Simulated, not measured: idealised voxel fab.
The following is a process module called voxel wiring stack.
This is section cut - it's 210 nm across, gridded in 5 nm square cells.
We lay out every cross-section as a grid of square cells and spell it out in bands from the top down, where one band means one or more rows of cells. Top, bottom (nm), then materials left to right with widths (nm); lone material tagged "full width" fills the whole band edge to edge; "blank" = empty space. Below 0: as-received wafer, all one material; heights counted from there. Lowest band: no bottom, goes on down, written "0 and below". It should be noted that a width expressed as "30->40" varies in equal increments from row to row of cells within the band, taking the value of the first number at the top row and that of the second number at the bottom row. Key: "remains unaltered" - step with no changed cell in the cross-section. The list in "Unvented cavities" covers empty spaces of 8 cells or more that cannot reach the top through any open way, and it gives each as width x height at distance; the distance is from the left edge, and width, height and distance are in nm. The remark found on a step's line after its settings is issued by the simulator itself and pertains to that step. overlay nm: how far to the right of its planned place the mask lay on this masked step (negative: to the left). Reading guide: pairs of cross-sections, before and after one process step; after view cut off at lowest changed band; step and settings listed under each pair. Pairs may stem from different runs of this module on the same starting wafer; continuity with the pair above only where the "Before the process" entry states it.

## Before the process
- 80 down to 60  resist 20, then blank 15, then resist 30, then blank 15, then resist 30, then blank 15, then resist 30, then blank 15, then resist 40
- 60 down to 40  lowk 20, then blank 15, then lowk 30, then blank 15, then lowk 30, then blank 15, then lowk 30, then blank 15, then lowk 40
- 40 down to 35  SiCN full width
- 35 down to 30  SiCN 20, then TiN 30, then SiCN 15, then TiN 30, then SiCN 15, then TiN 30, then SiCN 15, then TiN 30, then SiCN 25
- 30 down to 0  SiO2 full width
- 0 and below  Si full width
- Unvented cavities: none

## Section After Processing
- 80 down to 60  resist 20, then blank 15, then resist 30, then blank 15, then resist 30, then blank 15, then resist 30, then blank 15, then resist 40
- 60 down to 40  lowk 20, then blank 15, then lowk 30, then blank 15, then lowk 30, then blank 15, then lowk 30, then blank 15, then lowk 40
- 40 down to 35  SiCN 20, then blank 15, then SiCN 30, then blank 15, then SiCN 30, then blank 15, then SiCN 30, then blank 15, then SiCN 40
- Whatever lies below 35 is exactly as it was before.
- Unvented cavities: none
In between the before and after cross-sections above, the step is DIRECTIONAL_ETCH, etch materials SiCN, depth nm 5

Before the process: no separate figure, the pair right above already shows it after its step.

## Section After Processing
- 60 down to 40  lowk 20, then blank 15, then lowk 30, then blank 15, then lowk 30, then blank 15, then lowk 30, then blank 15, then lowk 40
- Whatever lies below 40 is exactly as it was before.
- Unvented cavities: none
In between the before and after cross-sections above, the step is STRIP, etch materials resist

Before the process: no separate figure, the pair right above already shows it after its step.

## Section After Processing
- 65 down to 60  TiN 25, then blank 5, then TiN 40, then blank 5, then TiN 40, then blank 5, then TiN 40, then blank 5, then TiN 45
- 60 down to 40  lowk 20, then TiN 5, then blank 5, then TiN 5, then lowk 30, then TiN 5, then blank 5, then TiN 5, then lowk 30, then TiN 5, then blank 5, then TiN 5, then lowk 30, then TiN 5, then blank 5, then TiN 5, then lowk 40
- 40 down to 30  SiCN 20, then TiN 15->30, then SiCN 30->15, then TiN 15->30, then SiCN 30->15, then TiN 15->30, then SiCN 30->15, then TiN 15->30, then SiCN 40->25
- Whatever lies below 30 is exactly as it was before.
- Unvented cavities: none
In between the before and after cross-sections above, the step is CONFORMAL_DEP, material TiN, thk nm 5

Before the process: no separate figure, the pair right above already shows it after its step.

## Section After Processing
- 75 down to 65  Ru full width
- 65 down to 60  TiN 25, then Ru 5, then TiN 40, then Ru 5, then TiN 40, then Ru 5, then TiN 40, then Ru 5, then TiN 45
- 60 down to 40  lowk 20, then TiN 5, then Ru 5, then TiN 5, then lowk 30, then TiN 5, then Ru 5, then TiN 5, then lowk 30, then TiN 5, then Ru 5, then TiN 5, then lowk 30, then TiN 5, then Ru 5, then TiN 5, then lowk 40
- Whatever lies below 40 is exactly as it was before.
- Unvented cavities: none
In between the before and after cross-sections above, the step is FILL_DEP, material Ru, thk nm 10

Before the process: no separate figure, the pair right above already shows it after its step.

## Section After Processing
- 60 down to 40  lowk 20, then TiN 5, then Ru 5, then TiN 5, then lowk 30, then TiN 5, then Ru 5, then TiN 5, then lowk 30, then TiN 5, then Ru 5, then TiN 5, then lowk 30, then TiN 5, then Ru 5, then TiN 5, then lowk 40
- Whatever lies below 40 is exactly as it was before.
- Unvented cavities: none
In between the before and after cross-sections above, the step is CMP, height nm 60

Before the process: no separate figure, the pair right above already shows it after its step.

## Section After Processing
- 65 down to 60  TiN full width
- Whatever lies below 60 is exactly as it was before.
- Unvented cavities: none
In between the before and after cross-sections above, the step is DIRECTIONAL_DEP, material TiN, thk nm 5

Before the process: no separate figure, the pair right above already shows it after its step.

## Section After Processing
- 90 down to 65  W full width
- Whatever lies below 65 is exactly as it was before.
- Unvented cavities: none
In between the before and after cross-sections above, the step is DIRECTIONAL_DEP, material W, thk nm 25

Before the process: no separate figure, the pair right above already shows it after its step.

## Section After Processing
- 100 down to 90  aC full width
- Whatever lies below 90 is exactly as it was before.
- Unvented cavities: none
In between the before and after cross-sections above, the step is DIRECTIONAL_DEP, material aC, thk nm 10

Before the process: no separate figure, the pair right above already shows it after its step.

## Section After Processing
- 130 down to 100  blank 20, then resist 30, then blank 15, then resist 30, then blank 15, then resist 30, then blank 15, then resist 30, then blank 25
- Whatever lies below 100 is exactly as it was before.
- Unvented cavities: none
In between the before and after cross-sections above, the step is PATTERN, tone cover, mask id METAL_2, material resist, width nm 30, pitch nm 45, thk nm 30, overlay nm 0

Before the process: no separate figure, the pair right above already shows it after its step.

## Section After Processing
- 120 down to 100  blank 20, then resist 30, then blank 15, then resist 30, then blank 15, then resist 30, then blank 15, then resist 30, then blank 25
- 100 down to 90  blank 20, then aC 30, then blank 15, then aC 30, then blank 15, then aC 30, then blank 15, then aC 30, then blank 25
- Whatever lies below 90 is exactly as it was before.
- Unvented cavities: none
In between the before and after cross-sections above, the step is DIRECTIONAL_ETCH, etch materials aC, depth nm 10

Before the process: no separate figure, the pair right above already shows it after its step.

## Section After Processing
- 100 down to 90  blank 20, then aC 30, then blank 15, then aC 30, then blank 15, then aC 30, then blank 15, then aC 30, then blank 25
- Whatever lies below 90 is exactly as it was before.
- Unvented cavities: none
In between the before and after cross-sections above, the step is STRIP, etch materials resist

Before the process: no separate figure, the pair right above already shows it after its step.

## Section After Processing
- 100 down to 90  blank 20, then aC 30, then blank 15, then aC 30, then blank 15, then aC 30, then blank 15, then aC 30, then blank 25
- 90 down to 65  blank 20, then W 30, then blank 15, then W 30, then blank 15, then W 30, then blank 15, then W 30, then blank 25
- Whatever lies below 65 is exactly as it was before.
- Unvented cavities: none
In between the before and after cross-sections above, the step is DIRECTIONAL_ETCH, etch materials W, depth nm 25

Before the process: no separate figure, the pair right above already shows it after its step.

## Section After Processing
- 100 down to 90  blank 20, then aC 30, then blank 15, then aC 30, then blank 15, then aC 30, then blank 15, then aC 30, then blank 25
- 90 down to 65  blank 20, then W 30, then blank 15, then W 30, then blank 15, then W 30, then blank 15, then W 30, then blank 25
- 65 down to 60  blank 20, then TiN 30, then blank 15, then TiN 30, then blank 15, then TiN 30, then blank 15, then TiN 30, then blank 25
- Whatever lies below 60 is exactly as it was before.
- Unvented cavities: none
In between the before and after cross-sections above, the step is DIRECTIONAL_ETCH, etch materials TiN, depth nm 5

Before the process: no separate figure, the pair right above already shows it after its step.

## Section After Processing
- 90 down to 65  blank 20, then W 30, then blank 15, then W 30, then blank 15, then W 30, then blank 15, then W 30, then blank 25
- Whatever lies below 65 is exactly as it was before.
- Unvented cavities: none
In between the before and after cross-sections above, the step is STRIP, etch materials aC

Before the process: no separate figure, the pair right above already shows it after its step.

## Section After Processing
- 95 down to 90  lowk full width
- 90 down to 65  lowk 20, then W 30, then lowk 15, then W 30, then lowk 15, then W 30, then lowk 15, then W 30, then lowk 25
- 65 down to 60  lowk 20, then TiN 30, then lowk 15, then TiN 30, then lowk 15, then TiN 30, then lowk 15, then TiN 30, then lowk 25
- Whatever lies below 60 is exactly as it was before.
- Unvented cavities: none
In between the before and after cross-sections above, the step is FILL_DEP, material lowk, thk nm 5

Before the process: no separate figure, the pair right above already shows it after its step.

## Section After Processing
- 90 down to 65  lowk 20, then W 30, then lowk 15, then W 30, then lowk 15, then W 30, then lowk 15, then W 30, then lowk 25
- Whatever lies below 65 is exactly as it was before.
- Unvented cavities: none
In between the before and after cross-sections above, the step is CMP, height nm 90

Before the process: no separate figure, the pair right above already shows it after its step.

## Section After Processing
- 95 down to 90  SiCN full width
- Whatever lies below 90 is exactly as it was before.
- Unvented cavities: none
In between the before and after cross-sections above, the step is CONFORMAL_DEP, material SiCN, thk nm 5

Before the process: no separate figure, the pair right above already shows it after its step.

## Section After Processing
- 130 down to 95  SiO2 full width
- Whatever lies below 95 is exactly as it was before.
- Unvented cavities: none
In between the before and after cross-sections above, the step is DIRECTIONAL_DEP, material SiO2, thk nm 35

Before the process: no separate figure, the pair right above already shows it after its step.

## Section After Processing
- 150 down to 130  resist 20, then blank 15, then resist 30, then blank 15, then resist 30, then blank 15, then resist 30, then blank 15, then resist 40
- Whatever lies below 130 is exactly as it was before.
- Unvented cavities: none
In between the before and after cross-sections above, the step is PATTERN, tone open, mask id METAL_3_HOLES, material resist, width nm 15, pitch nm 45, thk nm 20, overlay nm 0

Before the process: no separate figure, the pair right above already shows it after its step.

## Section After Processing
- 150 down to 130  resist 20, then blank 15, then resist 30, then blank 15, then resist 30, then blank 15, then resist 30, then blank 15, then resist 40
- 130 down to 95  SiO2 20, then blank 15, then SiO2 30, then blank 15, then SiO2 30, then blank 15, then SiO2 30, then blank 15, then SiO2 40
- Whatever lies below 95 is exactly as it was before.
- Unvented cavities: none
In between the before and after cross-sections above, the step is DIRECTIONAL_ETCH, etch materials SiO2, depth nm 35

Before the process: no separate figure, the pair right above already shows it after its step.

## Section After Processing
- 130 down to 95  SiO2 20, then blank 15, then SiO2 30, then blank 15, then SiO2 30, then blank 15, then SiO2 30, then blank 15, then SiO2 40
- Whatever lies below 95 is exactly as it was before.
- Unvented cavities: none
In between the before and after cross-sections above, the step is STRIP, etch materials resist

Before the process: no separate figure, the pair right above already shows it after its step.

## Section After Processing
- 145 down to 130  aC 20, then blank 15, then aC 30, then blank 15, then aC 30, then blank 15, then aC 30, then blank 15, then aC 40
- 130 down to 110  SiO2 20, then blank 15, then SiO2 30, then blank 15, then SiO2 30, then blank 15, then SiO2 30, then blank 15, then SiO2 40
- 110 down to 95  SiO2 20, then aC 15, then SiO2 30, then aC 15, then SiO2 30, then aC 15, then SiO2 30, then aC 15, then SiO2 40
- Whatever lies below 95 is exactly as it was before.
- Unvented cavities: none
In between the before and after cross-sections above, the step is DIRECTIONAL_DEP, material aC, thk nm 15

Before the process: no separate figure, the pair right above already shows it after its step.

## Section After Processing
- 175 down to 145  resist 20, then blank 30, then resist 15, then blank 30, then resist 15, then blank 30, then resist 15, then blank 30, then resist 25
- Whatever lies below 145 is exactly as it was before.
- Unvented cavities: none
In between the before and after cross-sections above, the step is PATTERN, tone open, mask id METAL_3, material resist, width nm 30, pitch nm 45, thk nm 30, overlay nm 0

Before the process: no separate figure, the pair right above already shows it after its step.

## Section After Processing
- 160 down to 145  resist 20, then blank 30, then resist 15, then blank 30, then resist 15, then blank 30, then resist 15, then blank 30, then resist 25
- 145 down to 130  aC 20, then blank 30, then aC 15, then blank 30, then aC 15, then blank 30, then aC 15, then blank 30, then aC 25
- 130 down to 95  SiO2 20, then blank 15, then SiO2 30, then blank 15, then SiO2 30, then blank 15, then SiO2 30, then blank 15, then SiO2 40
- Whatever lies below 95 is exactly as it was before.
- Unvented cavities: none
In between the before and after cross-sections above, the step is DIRECTIONAL_ETCH, etch materials aC, depth nm 15

Before the process: no separate figure, the pair right above already shows it after its step.

## Section After Processing
- 145 down to 130  aC 20, then blank 30, then aC 15, then blank 30, then aC 15, then blank 30, then aC 15, then blank 30, then aC 25
- Whatever lies below 130 is exactly as it was before.
- Unvented cavities: none
In between the before and after cross-sections above, the step is STRIP, etch materials resist

Before the process: no separate figure, the pair right above already shows it after its step.

## Section After Processing
- 145 down to 130  aC 20, then blank 30, then aC 15, then blank 30, then aC 15, then blank 30, then aC 15, then blank 30, then aC 25
- 130 down to 110  SiO2 20, then blank 30, then SiO2 15, then blank 30, then SiO2 15, then blank 30, then SiO2 15, then blank 30, then SiO2 25
- Whatever lies below 110 is exactly as it was before.
- Unvented cavities: none
In between the before and after cross-sections above, the step is DIRECTIONAL_ETCH, etch materials SiO2, depth nm 20

Before the process: no separate figure, the pair right above already shows it after its step.

## Section After Processing
- 145 down to 130  aC 20, then blank 30, then aC 15, then blank 30, then aC 15, then blank 30, then aC 15, then blank 30, then aC 25
- 130 down to 110  SiO2 20, then blank 30, then SiO2 15, then blank 30, then SiO2 15, then blank 30, then SiO2 15, then blank 30, then SiO2 25
- 110 down to 95  SiO2 20, then blank 15, then SiO2 30, then blank 15, then SiO2 30, then blank 15, then SiO2 30, then blank 15, then SiO2 40
- 95 down to 90  SiCN 20, then blank 15, then SiCN 30, then blank 15, then SiCN 30, then blank 15, then SiCN 30, then blank 15, then SiCN 40
- Whatever lies below 90 is exactly as it was before.
- Unvented cavities: none
In between the before and after cross-sections above, the step is DIRECTIONAL_ETCH, etch materials SiCN, depth nm 5

Before the process: no separate figure, the pair right above already shows it after its step.

## Section After Processing
- 130 down to 110  SiO2 20, then blank 30, then SiO2 15, then blank 30, then SiO2 15, then blank 30, then SiO2 15, then blank 30, then SiO2 25
- Whatever lies below 110 is exactly as it was before.
- Unvented cavities: none
In between the before and after cross-sections above, the step is STRIP, etch materials aC

Before the process: no separate figure, the pair right above already shows it after its step.

## Section After Processing
- 135 down to 130  TiN 25, then blank 20, then TiN 25, then blank 20, then TiN 25, then blank 20, then TiN 25, then blank 20, then TiN 30
- 130 down to 115  SiO2 20, then TiN 5, then blank 20, then TiN 5, then SiO2 15, then TiN 5, then blank 20, then TiN 5, then SiO2 15, then TiN 5, then blank 20, then TiN 5, then SiO2 15, then TiN 5, then blank 20, then TiN 5, then SiO2 25
- 115 down to 110  SiO2 20, then TiN 5, then blank 5, then TiN 20, then SiO2 15, then TiN 5, then blank 5, then TiN 20, then SiO2 15, then TiN 5, then blank 5, then TiN 20, then SiO2 15, then TiN 5, then blank 5, then TiN 20, then SiO2 25
- 110 down to 95  SiO2 20, then TiN 5, then blank 5, then TiN 5, then SiO2 30, then TiN 5, then blank 5, then TiN 5, then SiO2 30, then TiN 5, then blank 5, then TiN 5, then SiO2 30, then TiN 5, then blank 5, then TiN 5, then SiO2 40
- 95 down to 90  SiCN 20, then TiN 15, then SiCN 30, then TiN 15, then SiCN 30, then TiN 15, then SiCN 30, then TiN 15, then SiCN 40
- Whatever lies below 90 is exactly as it was before.
- Unvented cavities: none
In between the before and after cross-sections above, the step is CONFORMAL_DEP, material TiN, thk nm 5

Before the process: no separate figure, the pair right above already shows it after its step.

## Section After Processing
- 145 down to 135  Ru full width
- 135 down to 130  TiN 25, then Ru 20, then TiN 25, then Ru 20, then TiN 25, then Ru 20, then TiN 25, then Ru 20, then TiN 30
- 130 down to 115  SiO2 20, then TiN 5, then Ru 20, then TiN 5, then SiO2 15, then TiN 5, then Ru 20, then TiN 5, then SiO2 15, then TiN 5, then Ru 20, then TiN 5, then SiO2 15, then TiN 5, then Ru 20, then TiN 5, then SiO2 25
- 115 down to 110  SiO2 20, then TiN 5, then Ru 5, then TiN 20, then SiO2 15, then TiN 5, then Ru 5, then TiN 20, then SiO2 15, then TiN 5, then Ru 5, then TiN 20, then SiO2 15, then TiN 5, then Ru 5, then TiN 20, then SiO2 25
- 110 down to 95  SiO2 20, then TiN 5, then Ru 5, then TiN 5, then SiO2 30, then TiN 5, then Ru 5, then TiN 5, then SiO2 30, then TiN 5, then Ru 5, then TiN 5, then SiO2 30, then TiN 5, then Ru 5, then TiN 5, then SiO2 40
- Whatever lies below 95 is exactly as it was before.
- Unvented cavities: none
In between the before and after cross-sections above, the step is FILL_DEP, material Ru, thk nm 10

Before the process: no separate figure, the pair right above already shows it after its step.

## Section After Processing
- 130 down to 115  SiO2 20, then TiN 5, then Ru 20, then TiN 5, then SiO2 15, then TiN 5, then Ru 20, then TiN 5, then SiO2 15, then TiN 5, then Ru 20, then TiN 5, then SiO2 15, then TiN 5, then Ru 20, then TiN 5, then SiO2 25
- Whatever lies below 115 is exactly as it was before.
- Unvented cavities: none
In between the before and after cross-sections above, the step is CMP, height nm 130

Before the process: no separate figure, the pair right above already shows it after its step.

## Section After Processing
- 135 down to 130  SiN full width
- Whatever lies below 130 is exactly as it was before.
- Unvented cavities: none
In between the before and after cross-sections above, the step is CONFORMAL_DEP, material SiN, thk nm 5

## Before the process
- 60 down to 40  lowk 20, then TiN 5, then Ru 5, then TiN 5, then lowk 30, then TiN 5, then Ru 5, then TiN 5, then lowk 30, then TiN 5, then Ru 5, then TiN 5, then lowk 30, then TiN 5, then Ru 5, then TiN 5, then lowk 40
- 40 down to 35  SiCN 20, then TiN 15, then SiCN 30, then TiN 15, then SiCN 30, then TiN 15, then SiCN 30, then TiN 15, then SiCN 40
- 35 down to 20  lowk 20, then TiN 5, then W 20, then TiN 5, then lowk 15, then TiN 5, then W 20, then TiN 5, then lowk 15, then TiN 5, then W 20, then TiN 5, then lowk 15, then TiN 5, then W 20, then TiN 5, then lowk 25
- 20 down to 15  SiCN 20, then TiN 30, then SiCN 15, then TiN 30, then SiCN 15, then TiN 30, then SiCN 15, then TiN 30, then SiCN 25
- 15 down to 0  SiO2 full width
- 0 and below  Si full width
- Unvented cavities: none

## Section After Processing
- 85 down to 60  W full width
- Whatever lies below 60 is exactly as it was before.
- Unvented cavities: none
In between the before and after cross-sections above, the step is DIRECTIONAL_DEP, material W, thk nm 25

Before the process: no separate figure, the pair right above already shows it after its step.

## Section After Processing
- 90 down to 85  TiN full width
- Whatever lies below 85 is exactly as it was before.
- Unvented cavities: none
In between the before and after cross-sections above, the step is DIRECTIONAL_DEP, material TiN, thk nm 5

Before the process: no separate figure, the pair right above already shows it after its step.

## Section After Processing
- 100 down to 90  aC full width
- Whatever lies below 90 is exactly as it was before.
- Unvented cavities: none
In between the before and after cross-sections above, the step is DIRECTIONAL_DEP, material aC, thk nm 10

Before the process: no separate figure, the pair right above already shows it after its step.

## Section After Processing
- 130 down to 100  blank 20, then resist 30, then blank 15, then resist 30, then blank 15, then resist 30, then blank 15, then resist 30, then blank 25
- Whatever lies below 100 is exactly as it was before.
- Unvented cavities: none
In between the before and after cross-sections above, the step is PATTERN, tone cover, mask id METAL_2, material resist, width nm 30, pitch nm 45, thk nm 30, overlay nm 0

Before the process: no separate figure, the pair right above already shows it after its step.

## Section After Processing
- 120 down to 100  blank 20, then resist 30, then blank 15, then resist 30, then blank 15, then resist 30, then blank 15, then resist 30, then blank 25
- 100 down to 90  blank 20, then aC 30, then blank 15, then aC 30, then blank 15, then aC 30, then blank 15, then aC 30, then blank 25
- Whatever lies below 90 is exactly as it was before.
- Unvented cavities: none
In between the before and after cross-sections above, the step is DIRECTIONAL_ETCH, etch materials aC, depth nm 10

Before the process: no separate figure, the pair right above already shows it after its step.

## Section After Processing
- 100 down to 90  blank 20, then aC 30, then blank 15, then aC 30, then blank 15, then aC 30, then blank 15, then aC 30, then blank 25
- Whatever lies below 90 is exactly as it was before.
- Unvented cavities: none
In between the before and after cross-sections above, the step is STRIP, etch materials resist

Before the process: no separate figure, the pair right above already shows it after its step.

## Section After Processing
- 100 down to 90  blank 20, then aC 30, then blank 15, then aC 30, then blank 15, then aC 30, then blank 15, then aC 30, then blank 25
- 90 down to 85  blank 20, then TiN 30, then blank 15, then TiN 30, then blank 15, then TiN 30, then blank 15, then TiN 30, then blank 25
- Whatever lies below 85 is exactly as it was before.
- Unvented cavities: none
In between the before and after cross-sections above, the step is DIRECTIONAL_ETCH, etch materials TiN, depth nm 5

Before the process: no separate figure, the pair right above already shows it after its step.

## Section After Processing
- 90 down to 85  blank 20, then TiN 30, then blank 15, then TiN 30, then blank 15, then TiN 30, then blank 15, then TiN 30, then blank 25
- Whatever lies below 85 is exactly as it was before.
- Unvented cavities: none
In between the before and after cross-sections above, the step is STRIP, etch materials aC

Before the process: no separate figure, the pair right above already shows it after its step.

## Section After Processing
- 95 down to 90  lowk full width
- 90 down to 85  lowk 20, then TiN 30, then lowk 15, then TiN 30, then lowk 15, then TiN 30, then lowk 15, then TiN 30, then lowk 25
- Whatever lies below 85 is exactly as it was before.
- Unvented cavities: none
In between the before and after cross-sections above, the step is FILL_DEP, material lowk, thk nm 5

Before the process: no separate figure, the pair right above already shows it after its step.

## Section After Processing
- 90 down to 85  lowk 20, then TiN 30, then lowk 15, then TiN 30, then lowk 15, then TiN 30, then lowk 15, then TiN 30, then lowk 25
- Whatever lies below 85 is exactly as it was before.
- Unvented cavities: none
In between the before and after cross-sections above, the step is CMP, height nm 90

Before the process: no separate figure, the pair right above already shows it after its step.

## Section After Processing
- 95 down to 90  SiCN full width
- Whatever lies below 90 is exactly as it was before.
- Unvented cavities: none
In between the before and after cross-sections above, the step is CONFORMAL_DEP, material SiCN, thk nm 5

Before the process: no separate figure, the pair right above already shows it after its step.

## Section After Processing
- 130 down to 95  SiO2 full width
- Whatever lies below 95 is exactly as it was before.
- Unvented cavities: none
In between the before and after cross-sections above, the step is DIRECTIONAL_DEP, material SiO2, thk nm 35

Before the process: no separate figure, the pair right above already shows it after its step.

## Section After Processing
- 150 down to 130  resist 20, then blank 15, then resist 30, then blank 15, then resist 30, then blank 15, then resist 30, then blank 15, then resist 40
- Whatever lies below 130 is exactly as it was before.
- Unvented cavities: none
In between the before and after cross-sections above, the step is PATTERN, tone open, mask id METAL_3_HOLES, material resist, width nm 15, pitch nm 45, thk nm 20, overlay nm 0

Before the process: no separate figure, the pair right above already shows it after its step.

## Section After Processing
- 150 down to 130  resist 20, then blank 15, then resist 30, then blank 15, then resist 30, then blank 15, then resist 30, then blank 15, then resist 40
- 130 down to 95  SiO2 20, then blank 15, then SiO2 30, then blank 15, then SiO2 30, then blank 15, then SiO2 30, then blank 15, then SiO2 40
- Whatever lies below 95 is exactly as it was before.
- Unvented cavities: none
In between the before and after cross-sections above, the step is DIRECTIONAL_ETCH, etch materials SiO2, depth nm 35

Before the process: no separate figure, the pair right above already shows it after its step.

## Section After Processing
- 130 down to 95  SiO2 20, then blank 15, then SiO2 30, then blank 15, then SiO2 30, then blank 15, then SiO2 30, then blank 15, then SiO2 40
- Whatever lies below 95 is exactly as it was before.
- Unvented cavities: none
In between the before and after cross-sections above, the step is STRIP, etch materials resist

Before the process: no separate figure, the pair right above already shows it after its step.

## Section After Processing
- 145 down to 130  aC 20, then blank 15, then aC 30, then blank 15, then aC 30, then blank 15, then aC 30, then blank 15, then aC 40
- 130 down to 110  SiO2 20, then blank 15, then SiO2 30, then blank 15, then SiO2 30, then blank 15, then SiO2 30, then blank 15, then SiO2 40
- 110 down to 95  SiO2 20, then aC 15, then SiO2 30, then aC 15, then SiO2 30, then aC 15, then SiO2 30, then aC 15, then SiO2 40
- Whatever lies below 95 is exactly as it was before.
- Unvented cavities: none
In between the before and after cross-sections above, the step is DIRECTIONAL_DEP, material aC, thk nm 15

Before the process: no separate figure, the pair right above already shows it after its step.

## Section After Processing
- 175 down to 145  resist 20, then blank 30, then resist 15, then blank 30, then resist 15, then blank 30, then resist 15, then blank 30, then resist 25
- Whatever lies below 145 is exactly as it was before.
- Unvented cavities: none
In between the before and after cross-sections above, the step is PATTERN, tone open, mask id METAL_3, material resist, width nm 30, pitch nm 45, thk nm 30, overlay nm 0

Before the process: no separate figure, the pair right above already shows it after its step.

## Section After Processing
- 160 down to 145  resist 20, then blank 30, then resist 15, then blank 30, then resist 15, then blank 30, then resist 15, then blank 30, then resist 25
- 145 down to 130  aC 20, then blank 30, then aC 15, then blank 30, then aC 15, then blank 30, then aC 15, then blank 30, then aC 25
- 130 down to 95  SiO2 20, then blank 15, then SiO2 30, then blank 15, then SiO2 30, then blank 15, then SiO2 30, then blank 15, then SiO2 40
- Whatever lies below 95 is exactly as it was before.
- Unvented cavities: none
In between the before and after cross-sections above, the step is DIRECTIONAL_ETCH, etch materials aC, depth nm 15

Before the process: no separate figure, the pair right above already shows it after its step.

## Section After Processing
- 145 down to 130  aC 20, then blank 30, then aC 15, then blank 30, then aC 15, then blank 30, then aC 15, then blank 30, then aC 25
- Whatever lies below 130 is exactly as it was before.
- Unvented cavities: none
In between the before and after cross-sections above, the step is STRIP, etch materials resist

Before the process: no separate figure, the pair right above already shows it after its step.

## Section After Processing
- 145 down to 130  aC 20, then blank 30, then aC 15, then blank 30, then aC 15, then blank 30, then aC 15, then blank 30, then aC 25
- 130 down to 110  SiO2 20, then blank 30, then SiO2 15, then blank 30, then SiO2 15, then blank 30, then SiO2 15, then blank 30, then SiO2 25
- Whatever lies below 110 is exactly as it was before.
- Unvented cavities: none
In between the before and after cross-sections above, the step is DIRECTIONAL_ETCH, etch materials SiO2, depth nm 20

Before the process: no separate figure, the pair right above already shows it after its step.

## Section After Processing
- 145 down to 130  aC 20, then blank 30, then aC 15, then blank 30, then aC 15, then blank 30, then aC 15, then blank 30, then aC 25
- 130 down to 110  SiO2 20, then blank 30, then SiO2 15, then blank 30, then SiO2 15, then blank 30, then SiO2 15, then blank 30, then SiO2 25
- 110 down to 95  SiO2 20, then blank 15, then SiO2 30, then blank 15, then SiO2 30, then blank 15, then SiO2 30, then blank 15, then SiO2 40
- 95 down to 90  SiCN 20, then blank 15, then SiCN 30, then blank 15, then SiCN 30, then blank 15, then SiCN 30, then blank 15, then SiCN 40
- Whatever lies below 90 is exactly as it was before.
- Unvented cavities: none
In between the before and after cross-sections above, the step is DIRECTIONAL_ETCH, etch materials SiCN, depth nm 5

Before the process: no separate figure, the pair right above already shows it after its step.

## Section After Processing
- 130 down to 110  SiO2 20, then blank 30, then SiO2 15, then blank 30, then SiO2 15, then blank 30, then SiO2 15, then blank 30, then SiO2 25
- Whatever lies below 110 is exactly as it was before.
- Unvented cavities: none
In between the before and after cross-sections above, the step is STRIP, etch materials aC

Before the process: no separate figure, the pair right above already shows it after its step.

## Section After Processing
- 135 down to 130  TiN 25, then blank 20, then TiN 25, then blank 20, then TiN 25, then blank 20, then TiN 25, then blank 20, then TiN 30
- 130 down to 115  SiO2 20, then TiN 5, then blank 20, then TiN 5, then SiO2 15, then TiN 5, then blank 20, then TiN 5, then SiO2 15, then TiN 5, then blank 20, then TiN 5, then SiO2 15, then TiN 5, then blank 20, then TiN 5, then SiO2 25
- 115 down to 110  SiO2 20, then TiN 5, then blank 5, then TiN 20, then SiO2 15, then TiN 5, then blank 5, then TiN 20, then SiO2 15, then TiN 5, then blank 5, then TiN 20, then SiO2 15, then TiN 5, then blank 5, then TiN 20, then SiO2 25
- 110 down to 95  SiO2 20, then TiN 5, then blank 5, then TiN 5, then SiO2 30, then TiN 5, then blank 5, then TiN 5, then SiO2 30, then TiN 5, then blank 5, then TiN 5, then SiO2 30, then TiN 5, then blank 5, then TiN 5, then SiO2 40
- 95 down to 90  SiCN 20, then TiN 15, then SiCN 30, then TiN 15, then SiCN 30, then TiN 15, then SiCN 30, then TiN 15, then SiCN 40
- Whatever lies below 90 is exactly as it was before.
- Unvented cavities: none
In between the before and after cross-sections above, the step is CONFORMAL_DEP, material TiN, thk nm 5

Before the process: no separate figure, the pair right above already shows it after its step.

## Section After Processing
- 145 down to 135  Ru full width
- 135 down to 130  TiN 25, then Ru 20, then TiN 25, then Ru 20, then TiN 25, then Ru 20, then TiN 25, then Ru 20, then TiN 30
- 130 down to 115  SiO2 20, then TiN 5, then Ru 20, then TiN 5, then SiO2 15, then TiN 5, then Ru 20, then TiN 5, then SiO2 15, then TiN 5, then Ru 20, then TiN 5, then SiO2 15, then TiN 5, then Ru 20, then TiN 5, then SiO2 25
- 115 down to 110  SiO2 20, then TiN 5, then Ru 5, then TiN 20, then SiO2 15, then TiN 5, then Ru 5, then TiN 20, then SiO2 15, then TiN 5, then Ru 5, then TiN 20, then SiO2 15, then TiN 5, then Ru 5, then TiN 20, then SiO2 25
- 110 down to 95  SiO2 20, then TiN 5, then Ru 5, then TiN 5, then SiO2 30, then TiN 5, then Ru 5, then TiN 5, then SiO2 30, then TiN 5, then Ru 5, then TiN 5, then SiO2 30, then TiN 5, then Ru 5, then TiN 5, then SiO2 40
- Whatever lies below 95 is exactly as it was before.
- Unvented cavities: none
In between the before and after cross-sections above, the step is FILL_DEP, material Ru, thk nm 10

Before the process: no separate figure, the pair right above already shows it after its step.

## Section After Processing
- 130 down to 115  SiO2 20, then TiN 5, then Ru 20, then TiN 5, then SiO2 15, then TiN 5, then Ru 20, then TiN 5, then SiO2 15, then TiN 5, then Ru 20, then TiN 5, then SiO2 15, then TiN 5, then Ru 20, then TiN 5, then SiO2 25
- Whatever lies below 115 is exactly as it was before.
- Unvented cavities: none
In between the before and after cross-sections above, the step is CMP, height nm 130

Before the process: no separate figure, the pair right above already shows it after its step.

## Section After Processing
- 135 down to 130  SiN full width
- Whatever lies below 130 is exactly as it was before.
- Unvented cavities: none
In between the before and after cross-sections above, the step is CONFORMAL_DEP, material SiN, thk nm 5

## Before the process
- 20 down to 15  SiCN full width
- 15 down to 0  SiO2 full width
- 0 and below  Si full width
- Unvented cavities: none

## Section After Processing
- 30 down to 20  lowk full width
- Whatever lies below 20 is exactly as it was before.
- Unvented cavities: none
In between the before and after cross-sections above, the step is DIRECTIONAL_DEP, material lowk, thk nm 10

Before the process: no separate figure, the pair right above already shows it after its step.

## Section After Processing
- 45 down to 30  resist 20, then blank 30, then resist 15, then blank 30, then resist 15, then blank 30, then resist 15, then blank 30, then resist 25
- Whatever lies below 30 is exactly as it was before.
- Unvented cavities: none
In between the before and after cross-sections above, the step is PATTERN, tone open, mask id METAL_1, material resist, width nm 30, pitch nm 45, thk nm 15, overlay nm 0
